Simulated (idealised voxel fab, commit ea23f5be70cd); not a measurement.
Process module name: voxel plated lines
Pictured: cross-section cut, 155 nm wide, on a grid of 5 nm square cells.
Cross-section layout: square cells on a grid; listed as bands, top to bottom; a band spans one or more cell rows. Heads up on the band format: heights come first, top then bottom, in nm. After that it's the materials left to right, each with its width in nm. A single material flagged "everywhere" fills the whole band edge to edge, and "blank" means there's empty space there. We count height from 0. Below that, the starting wafer is all one material. The lowest band never ends at the bottom but goes on down; see "0 -> down" for how that is written. Note: "30->40" means the width goes from the first number (top row of the band) to the second number (bottom row) in equal steps per row of cells. For the purposes of this document, the phrase "no change" attached to a step denotes that no cell within the cross-section was modified by that step. Each empty space that has no open way to the top and spans at least 8 cells appears under "Enclosed void inventory" as width x height at distance, the distance counted from the left edge, all in nm. Formally, on a step line, whatever follows the settings is a remark that the simulator itself makes on the step. "overlay nm" on a masked step: distance the mask lay right of its planned place, negative for left.
Steps in the process plan
1 RECEIVE with material Si
2 CONFORMAL_DEP with material Al2O3, thk nm 15
3 DIRECTIONAL_DEP with material TiN, thk nm 5
4 PATTERN with tone open, mask id LINES, material resist, width nm 15, pitch nm 30, thk nm 40, overlay nm 0
5 EPI with material Ru, thk nm 10
6 EPI with material Ru, thk nm 5
7 EPI with material Ru, thk nm 5
8 STRIP with etch materials resist
9 DIRECTIONAL_ETCH with etch materials TiN, depth nm 5
10 CONFORMAL_DEP with material SiO2, thk nm 10
As received (post step 1): cross-section
	0 -> down = Si everywhere
	Enclosed void inventory: none
Cross-section: first of two wafers, module finished, run according to plan
	50 -> 40 = 45 of blank; 65 of SiO2; 45 of blank
	40 -> 25 = 45 of blank; 10 of SiO2; 15 of Ru; 15 of SiO2; 15 of Ru; 10 of SiO2; 45 of blank
	25 -> 20 = 55 of SiO2; 15 of Ru; 15 of SiO2; 15 of Ru; 55 of SiO2
	20 -> 15 = 55 of SiO2; 15 of TiN; 15 of SiO2; 15 of TiN; 55 of SiO2
	15 -> 0 = Al2O3 everywhere
	0 -> down = Si everywhere
	Enclosed void inventory: none
Cross-section of the latter of the two wafers at module completion. It had an identical start and an identical plan to the former; in running it, one mistake was made
	50 -> 40 = 40 of blank; 75 of SiO2; 40 of blank
	40 -> 35 = 40 of blank; 10 of SiO2; 25 of Ru; 5 of SiO2; 25 of Ru; 10 of SiO2; 40 of blank
	35 -> 25 = 50 of SiO2; 25 of Ru; 5 of SiO2; 25 of Ru; 50 of SiO2
	25 -> 20 = Ru everywhere
	20 -> 15 = TiN everywhere
	15 -> 0 = Al2O3 everywhere
	0 -> down = Si everywhere
	Enclosed void inventory: none
What went wrong in running the wafer? steps 7 and 8 were swapped
Materials where the second wafer ends with more or fewer cells than the first: +37 Ru | -20 SiO2 | +25 TiN
